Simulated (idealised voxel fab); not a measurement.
voxel quadruple lines: a process module
Square cells of 5 nm make up the cross-section cut, whose width is 170 nm.
The cross-sections in this document take the form of a grid made of square cells. They are written out as bands, in order from top to bottom. Each band consists of one or more rows of cells.
Band entry format. Leading values: height of top, height of bottom, nm. Remainder: materials in left-to-right order, each with its width in nm. Special words: "full width" on a single material, which then fills the band edge to edge; "blank", empty space.
Where do heights start? At 0: under that level the wafer as delivered is made of one material only. And the lowest band has no floor; it just carries on downward, as in "0 down".
A width given as "30 to 40" starts at the first number in the band's top row and ends at the second number in its bottom row, shifting by an equal amount at every step from row to row.
You'll sometimes find "nothing different" written for a step, and that's the way of saying that nowhere in the cross-section did a cell change during that step.
What "Unvented cavities" gives you is every empty space of 8 cells or more that is cut off from the top. Each appears as width x height at distance, with the distance taken from the left edge and width, height and distance all in nm.
after a step's settings: what the simulator itself notes on the step
overlay nm: on a step with a mask, how far right of its planned place the mask lay; negative means left.

### The steps planned for the process are as follows
step 1: RECEIVE: material Si
step 2: CONFORMAL_DEP: material Al2O3, thk nm 10
step 3: DIRECTIONAL_DEP: material Ru, thk nm 15
step 4: DIRECTIONAL_DEP: material polySi, thk nm 20
step 5: DIRECTIONAL_DEP: material aC, thk nm 25
step 6: PATTERN: tone cover, mask id MANDREL, material resist, width nm 30, thk nm 30, overlay nm 0
step 7: DIRECTIONAL_ETCH: etch materials aC, depth nm 25
step 8: STRIP: etch materials resist
step 9: CONFORMAL_DEP: material SiO2, thk nm 10
step 10: DIRECTIONAL_ETCH: etch materials SiO2, depth nm 10
step 11: STRIP: etch materials aC
step 12: DIRECTIONAL_ETCH: etch materials polySi, depth nm 20
step 13: STRIP: etch materials SiO2
step 14: CONFORMAL_DEP: material SiN, thk nm 10
step 15: DIRECTIONAL_ETCH: etch materials SiN, depth nm 10
step 16: STRIP: etch materials polySi
step 17: DIRECTIONAL_ETCH: etch materials Ru, depth nm 15
step 18: STRIP: etch materials SiN
step 19: FILL_DEP: material SiO2, thk nm 10
step 20: CMP: height nm 25

### The first wafer of two, processed as planned

### Cross-section of the incoming wafer, state after step 1
	0 down  Si full width
	Unvented cavities: none

### You're looking at a cross-section of the wafer after step 2
	10 to 0  Al2O3 full width
	Everything below 0 is unchanged.

### You're looking at a cross-section of the wafer after step 3
	25 to 10  Ru full width
	Everything below 10 is unchanged.

### You're looking at a cross-section of the wafer after step 4
	45 to 25  polySi full width
	Everything below 25 is unchanged.

### You're looking at a cross-section of the wafer after step 5
	70 to 45  aC full width
	Everything below 45 is unchanged.

### You're looking at a cross-section of the wafer after step 6
	100 to 70  70 blank, 30 resist, 70 blank
	Everything below 70 is unchanged.

### You're looking at a cross-section of the wafer after step 7
	75 to 70  70 blank, 30 resist, 70 blank
	70 to 45  70 blank, 30 aC, 70 blank
	Everything below 45 is unchanged.

### You're looking at a cross-section of the wafer after step 8
	70 to 45  70 blank, 30 aC, 70 blank
	Everything below 45 is unchanged.

### You're looking at a cross-section of the wafer after step 9
	80 to 70  60 blank, 50 SiO2, 60 blank
	70 to 55  60 blank, 10 SiO2, 30 aC, 10 SiO2, 60 blank
	55 to 45  70 SiO2, 30 aC, 70 SiO2
	Everything below 45 is unchanged.

### You're looking at a cross-section of the wafer after step 10
	70 to 45  60 blank, 10 SiO2, 30 aC, 10 SiO2, 60 blank
	Everything below 45 is unchanged.

### You're looking at a cross-section of the wafer after step 11
	70 to 45  60 blank, 10 SiO2, 30 blank, 10 SiO2, 60 blank
	Everything below 45 is unchanged.

### You're looking at a cross-section of the wafer after step 12
	70 to 45  60 blank, 10 SiO2, 30 blank, 10 SiO2, 60 blank
	45 to 25  60 blank, 10 polySi, 30 blank, 10 polySi, 60 blank
	Everything below 25 is unchanged.

### You're looking at a cross-section of the wafer after step 13
	45 to 25  60 blank, 10 polySi, 30 blank, 10 polySi, 60 blank
	Everything below 25 is unchanged.

### You're looking at a cross-section of the wafer after step 14
	55 to 45  50 blank, 30 SiN, 10 blank, 30 SiN, 50 blank
	45 to 35  50 blank, 10 SiN, 10 polySi, 10 SiN, 10 blank, 10 SiN, 10 polySi, 10 SiN, 50 blank
	35 to 25  60 SiN, 10 polySi, 30 SiN, 10 polySi, 60 SiN
	Everything below 25 is unchanged.

### You're looking at a cross-section of the wafer after step 15
	45 to 25  50 blank, 10 SiN, 10 polySi, 10 SiN, 10 blank, 10 SiN, 10 polySi, 10 SiN, 50 blank
	Everything below 25 is unchanged.

### You're looking at a cross-section of the wafer after step 16
	45 to 25  50 blank, 10 SiN, 10 blank, 10 SiN, 10 blank, 10 SiN, 10 blank, 10 SiN, 50 blank
	Everything below 25 is unchanged.

### You're looking at a cross-section of the wafer after step 17
	45 to 25  50 blank, 10 SiN, 10 blank, 10 SiN, 10 blank, 10 SiN, 10 blank, 10 SiN, 50 blank
	25 to 10  50 blank, 10 Ru, 10 blank, 10 Ru, 10 blank, 10 Ru, 10 blank, 10 Ru, 50 blank
	Everything below 10 is unchanged.

### You're looking at a cross-section of the wafer after step 18
	25 to 10  50 blank, 10 Ru, 10 blank, 10 Ru, 10 blank, 10 Ru, 10 blank, 10 Ru, 50 blank
	Everything below 10 is unchanged.

### You're looking at a cross-section of the wafer after step 19
	35 to 25  SiO2 full width
	25 to 10  50 SiO2, 10 Ru, 10 SiO2, 10 Ru, 10 SiO2, 10 Ru, 10 SiO2, 10 Ru, 50 SiO2
	Everything below 10 is unchanged.

### You're looking at a cross-section of the wafer after step 20
	25 to 10  50 SiO2, 10 Ru, 10 SiO2, 10 Ru, 10 SiO2, 10 Ru, 10 SiO2, 10 Ru, 50 SiO2
	Everything below 10 is unchanged.

### Companion wafer, the second of two: same beginning, same intended sequence, one mistake in carrying it out; through step 1 inclusive it tracks the first exactly

### Cross-section, second wafer, at the end time the plan gives for step 2
	10 to 0  Ru full width
	Everything below 0 is unchanged.

### Cross-section, second wafer, at the end time the plan gives for step 3
	25 to 0  Ru full width
	Everything below 0 is unchanged.

### Cross-section, second wafer, at the end time the plan gives for step 4
	45 to 25  polySi full width
	Everything below 25 is unchanged.

### Cross-section, second wafer, at the end time the plan gives for step 5
	70 to 45  aC full width
	Everything below 45 is unchanged.

### Cross-section, second wafer, at the end time the plan gives for step 6
	100 to 70  70 blank, 30 resist, 70 blank
	Everything below 70 is unchanged.

### Cross-section, second wafer, at the end time the plan gives for step 7
	75 to 70  70 blank, 30 resist, 70 blank
	70 to 45  70 blank, 30 aC, 70 blank
	Everything below 45 is unchanged.

### Cross-section, second wafer, at the end time the plan gives for step 8
	70 to 45  70 blank, 30 aC, 70 blank
	Everything below 45 is unchanged.

### Cross-section, second wafer, at the end time the plan gives for step 9
	80 to 70  60 blank, 50 SiO2, 60 blank
	70 to 55  60 blank, 10 SiO2, 30 aC, 10 SiO2, 60 blank
	55 to 45  70 SiO2, 30 aC, 70 SiO2
	Everything below 45 is unchanged.

### Cross-section, second wafer, at the end time the plan gives for step 10
	70 to 45  60 blank, 10 SiO2, 30 aC, 10 SiO2, 60 blank
	Everything below 45 is unchanged.

### Cross-section, second wafer, at the end time the plan gives for step 11
	70 to 45  60 blank, 10 SiO2, 30 blank, 10 SiO2, 60 blank
	Everything below 45 is unchanged.

### Cross-section, second wafer, at the end time the plan gives for step 12
	70 to 45  60 blank, 10 SiO2, 30 blank, 10 SiO2, 60 blank
	45 to 25  60 blank, 10 polySi, 30 blank, 10 polySi, 60 blank
	Everything below 25 is unchanged.

### Cross-section, second wafer, at the end time the plan gives for step 13
	45 to 25  60 blank, 10 polySi, 30 blank, 10 polySi, 60 blank
	Everything below 25 is unchanged.

### Cross-section, second wafer, at the end time the plan gives for step 14
	55 to 45  50 blank, 30 SiN, 10 blank, 30 SiN, 50 blank
	45 to 35  50 blank, 10 SiN, 10 polySi, 10 SiN, 10 blank, 10 SiN, 10 polySi, 10 SiN, 50 blank
	35 to 25  60 SiN, 10 polySi, 30 SiN, 10 polySi, 60 SiN
	Everything below 25 is unchanged.

### Cross-section, second wafer, at the end time the plan gives for step 15
	45 to 25  50 blank, 10 SiN, 10 polySi, 10 SiN, 10 blank, 10 SiN, 10 polySi, 10 SiN, 50 blank
	Everything below 25 is unchanged.

### Cross-section, second wafer, at the end time the plan gives for step 16
	45 to 25  50 blank, 10 SiN, 10 blank, 10 SiN, 10 blank, 10 SiN, 10 blank, 10 SiN, 50 blank
	Everything below 25 is unchanged.

### Cross-section, second wafer, at the end time the plan gives for step 17
	45 to 25  50 blank, 10 SiN, 10 blank, 10 SiN, 10 blank, 10 SiN, 10 blank, 10 SiN, 50 blank
	25 to 10  50 blank, 10 Ru, 10 blank, 10 Ru, 10 blank, 10 Ru, 10 blank, 10 Ru, 50 blank
	Everything below 10 is unchanged.

### Cross-section, second wafer, at the end time the plan gives for step 18
	25 to 10  50 blank, 10 Ru, 10 blank, 10 Ru, 10 blank, 10 Ru, 10 blank, 10 Ru, 50 blank
	Everything below 10 is unchanged.

### Cross-section, second wafer, at the end time the plan gives for step 19
	35 to 25  SiO2 full width
	25 to 10  50 SiO2, 10 Ru, 10 SiO2, 10 Ru, 10 SiO2, 10 Ru, 10 SiO2, 10 Ru, 50 SiO2
	Everything below 10 is unchanged.

### Cross-section, second wafer, at the end time the plan gives for step 20
	25 to 10  50 SiO2, 10 Ru, 10 SiO2, 10 Ru, 10 SiO2, 10 Ru, 10 SiO2, 10 Ru, 50 SiO2
	Everything below 10 is unchanged.
Finding, execution versus plan: step 2 ran differently from the plan; actual operation with settings: CONFORMAL_DEP: material Ru, thk nm 10
The closing comparison, in cells, has the second wafer with more or fewer of some materials than the first: 68 fewer of Al2O3; 68 more of Ru
